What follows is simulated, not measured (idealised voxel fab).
A process module follows: voxel air gaps.
FYI the section here is cut, 290 nm wide, cells are 5 nm squares.
Throughout this document, each cross-section is represented as a grid of square cells and is presented as a sequence of bands enumerated from the top downward, where a band comprises one or more rows of cells. Each band's line starts with the height of the band's top and of its bottom, in nm. Then come its materials from left to right, each with its width in nm. One material with "throughout" fills the band from edge to edge. "empty" is empty space. Beneath 0, the wafer as received is one material, and that level is where height counting begins. The lowest band goes on downward without a bottom; it is written like "0 down". When a width is written as two numbers, as in "30..40", the first number is the width in the top row of cells of the band and the second is the width in its bottom row, and the width changes by the same amount from each row to the next. It should be understood that the words "no change", when stated for a given step, signify that the cross-section underwent no change in any of its cells during that step. Each empty space that has no open way to the top and spans at least 8 cells appears under "Enclosed voids" as width x height at distance, the distance counted from the left edge, all in nm. That trailing text on a step's line, after the settings, is the simulator's own remark on the step. overlay nm, on a step with a mask: how far to the right of its planned place the mask lay; to the left if negative.

### Steps planned for the process
1: RECEIVE (material Si)
2: CONFORMAL_DEP (material SiO2; thk nm 15)
3: CONFORMAL_DEP (material SiCN; thk nm 5)
4: DIRECTIONAL_DEP (material SiO2; thk nm 40)
5: DIRECTIONAL_DEP (material aC; thk nm 15)
6: PATTERN (tone open; mask id LINES; material resist; width nm 20; pitch nm 45; thk nm 30; overlay nm -15)
7: DIRECTIONAL_ETCH (etch materials aC; depth nm 15)
8: STRIP (etch materials resist)
9: DIRECTIONAL_ETCH (etch materials SiO2; depth nm 40)
10: STRIP (etch materials aC)
11: CONFORMAL_DEP (material TiN; thk nm 5)
12: FILL_DEP (material W; thk nm 5)
13: CMP (height nm 60)
14: EPI (material Ru; thk nm 10)
15: SELECTIVE_ETCH (etch materials SiO2; depth nm 50)
16: CONFORMAL_DEP (material SiCN; thk nm 5)
Across this set of wafers, the varied parameter is the overlay nm of step 6. Starting conditions are identical for every wafer, and the plan reports the value assigned to the first wafer.

### The first of several wafers as received, shown in cross-section; this is its state after step 1
- 0 down = Si throughout
- Enclosed voids: none

### Here is how to read the rows: every wafer has a row, and it shows the wafer at the end of the module, giving for each material how many cells were gained (+) or lost (-) since the wafer was received, then listing its closed voids
overlay nm -15 | +64 Ru | +216 SiCN | +174 SiO2 | +72 TiN | +56 W | Enclosed voids: 15 x 30 at 75; 15 x 30 at 120; 15 x 30 at 165
overlay nm -10 | +64 Ru | +216 SiCN | +174 SiO2 | +72 TiN | +56 W | Enclosed voids: 15 x 30 at 80; 15 x 30 at 125; 15 x 30 at 170
overlay nm -5 | +64 Ru | +216 SiCN | +174 SiO2 | +72 TiN | +56 W | Enclosed voids: 15 x 30 at 85; 15 x 30 at 130; 15 x 30 at 175
overlay nm 0 | +64 Ru | +216 SiCN | +174 SiO2 | +72 TiN | +56 W | Enclosed voids: 15 x 30 at 90; 15 x 30 at 135; 15 x 30 at 180
overlay nm 5 | +64 Ru | +216 SiCN | +174 SiO2 | +72 TiN | +56 W | Enclosed voids: 15 x 30 at 95; 15 x 30 at 140; 15 x 30 at 185
overlay nm 10 | +64 Ru | +216 SiCN | +174 SiO2 | +72 TiN | +56 W | Enclosed voids: 15 x 30 at 100; 15 x 30 at 145; 15 x 30 at 190
overlay nm 15 | +64 Ru | +216 SiCN | +174 SiO2 | +72 TiN | +56 W | Enclosed voids: 15 x 30 at 105; 15 x 30 at 150; 15 x 30 at 195
